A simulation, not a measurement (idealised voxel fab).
Process module under the name voxel capacitor over wiring
Cross-section cut spans 225 nm and uses square cells 5 nm in size.
Each cross-section below is a grid of square cells, stated as bands in top-down order, with one or more rows of cells making up each band. Top height, bottom height, nm. Materials left to right, width each, nm. Single material + "all across" = fills band edge to edge. "blank" = empty. Basically, 0 is our baseline, since under it the wafer straight out of the box is all one material. The bottom band has no lower end and keeps on going down, so it looks like "0..down". Width: "30->40" (first number = top row, second number = bottom row, same change from row to row of cells). The cross-section has no changed cell in any step marked "nothing changed". The entry titled "Tabulated closed voids" provides the empty spaces that have no open way to the top, restricted to those of 8 cells or more. Each is presented as width x height at distance, the distance being measured from the left edge, with all three in nm. Read whatever lies past the settings on a step's line as the simulator's own remark about the step. If you see "overlay nm" on a step's line and that step has a mask, it's telling you how far right of where it was planned the mask ended up; a negative number means it went left instead.
So here's the lineup of process steps we planned:
- 1: RECEIVE (material Si)
- 2: CONFORMAL_DEP (material SiO2; thk nm 15)
- 3: DIRECTIONAL_DEP (material TiN; thk nm 5)
- 4: DIRECTIONAL_DEP (material W; thk nm 25)
- 5: MASKED_ETCH (tone cover; mask id METAL_1; width nm 30; pitch nm 95; etch materials W; depth nm 25; overlay nm 0)
- 6: MASKED_ETCH (tone cover; mask id METAL_1; width nm 30; pitch nm 95; etch materials TiN; depth nm 5; overlay nm 0)
- 7: CONFORMAL_DEP (material SiN; thk nm 5)
- 8: FILL_DEP (material SiO2; thk nm 10)
- 9: CMP (height nm 45)
- 10: CONFORMAL_DEP (material SiCN; thk nm 5)
- 11: DIRECTIONAL_DEP (material lowk; thk nm 20)
- 12: DIRECTIONAL_DEP (material aC; thk nm 15)
- 13: PATTERN (tone open; mask id PLUG_1; material resist; width nm 15; thk nm 30; overlay nm 0)
- 14: DIRECTIONAL_ETCH (etch materials aC; depth nm 15)
- 15: STRIP (etch materials resist)
- 16: DIRECTIONAL_ETCH (etch materials lowk; depth nm 20)
- 17: DIRECTIONAL_ETCH (etch materials SiCN; depth nm 5)
- 18: STRIP (etch materials aC)
- 19: EPI (material Ru; thk nm 10)
- 20: EPI (material Ru; thk nm 10)
- 21: EPI (material Ru; thk nm 5)
- 22: DIRECTIONAL_DEP (material TiN; thk nm 10)
- 23: DIRECTIONAL_DEP (material SiN; thk nm 5)
- 24: DIRECTIONAL_DEP (material TiN; thk nm 10)
- 25: DIRECTIONAL_DEP (material aC; thk nm 15)
- 26: PATTERN (tone cover; mask id UPPER_PLATE; material resist; width nm 70; thk nm 35; overlay nm 0)
- 27: DIRECTIONAL_ETCH (etch materials aC; depth nm 15)
- 28: STRIP (etch materials resist)
- 29: DIRECTIONAL_ETCH (etch materials TiN; depth nm 10)
- 30: DIRECTIONAL_ETCH (etch materials SiN; depth nm 5)
- 31: STRIP (etch materials aC)
- 32: DIRECTIONAL_DEP (material aC; thk nm 10)
- 33: PATTERN (tone cover; mask id LOWER_PLATE; material resist; width nm 80; thk nm 25; overlay nm 0)
- 34: DIRECTIONAL_ETCH (etch materials aC; depth nm 10)
- 35: STRIP (etch materials resist)
- 36: DIRECTIONAL_ETCH (etch materials TiN; depth nm 10)
- 37: STRIP (etch materials aC)
- 38: FILL_DEP (material SiO2; thk nm 20)
- 39: CMP (height nm 110)
- 40: DIRECTIONAL_DEP (material aC; thk nm 15)
- 41: PATTERN (tone open; mask id PLUG_2; material resist; width nm 15; thk nm 35; overlay nm 0)
- 42: DIRECTIONAL_ETCH (etch materials aC; depth nm 15)
- 43: STRIP (etch materials resist)
- 44: DIRECTIONAL_ETCH (etch materials SiO2; depth nm 15)
- 45: STRIP (etch materials aC)
- 46: CONFORMAL_DEP (material TiN; thk nm 5)
- 47: FILL_DEP (material Ru; thk nm 10)
- 48: CMP (height nm 110)
- 49: CONFORMAL_DEP (material SiCN; thk nm 5)
As received (post step 1): cross-section:
> 0..down | Si all across
> Tabulated closed voids: none
The first of two wafers, cross-sectioned at the end of the module, with the run proceeding as planned:
> 115..110 | SiCN all across
> 110..100 | 75 nm SiO2; 5 nm TiN; 5 nm Ru; 5 nm TiN; 135 nm SiO2
> 100..95 | 75 nm SiO2; 15 nm TiN; 135 nm SiO2
> 95..85 | 65 nm SiO2; 70 nm TiN; 90 nm SiO2
> 85..80 | 65 nm SiO2; 70 nm SiN; 90 nm SiO2
> 80..70 | 60 nm SiO2; 80 nm TiN; 85 nm SiO2
> 70..50 | 65 nm lowk; 15 nm Ru; 145 nm lowk
> 50..45 | 65 nm SiCN; 15 nm Ru; 145 nm SiCN
> 45..20 | 45 nm SiO2; 5 nm SiN; 30 nm W; 5 nm SiN; 55 nm SiO2; 5 nm SiN; 30 nm W; 5 nm SiN; 45 nm SiO2
> 20..15 | 50 nm SiN; 30 nm TiN; 65 nm SiN; 30 nm TiN; 50 nm SiN
> 15..0 | SiO2 all across
> 0..down | Si all across
> Tabulated closed voids: none
Second of two wafers, module complete, sectioned: it shares the first wafer's start and plan but was run with one mistake:
> 115..110 | SiCN all across
> 110..100 | 75 nm SiO2; 5 nm TiN; 5 nm Ru; 5 nm TiN; 135 nm SiO2
> 100..95 | 75 nm SiO2; 15 nm TiN; 135 nm SiO2
> 95..85 | 65 nm SiO2; 70 nm TiN; 90 nm SiO2
> 85..80 | 65 nm SiO2; 70 nm SiN; 90 nm SiO2
> 80..70 | 60 nm SiO2; 80 nm TiN; 85 nm SiO2
> 70..50 | 65 nm lowk; 15 nm Ru; 145 nm lowk
> 50..45 | 65 nm SiCN; 15 nm Ru; 145 nm SiCN
> 45..20 | 50 nm SiN; 30 nm W; 65 nm SiN; 30 nm W; 50 nm SiN
> 20..15 | 50 nm SiN; 30 nm TiN; 65 nm SiN; 30 nm TiN; 50 nm SiN
> 15..0 | SiO2 all across
> 0..down | Si all across
> Tabulated closed voids: none
What went wrong in running the wafer? step 8 was run on a setting that differed from the plan, and what really ran there is FILL_DEP (material SiN; thk nm 10)
at the end the second wafer has, in cells: SiN +145, SiO2 -145
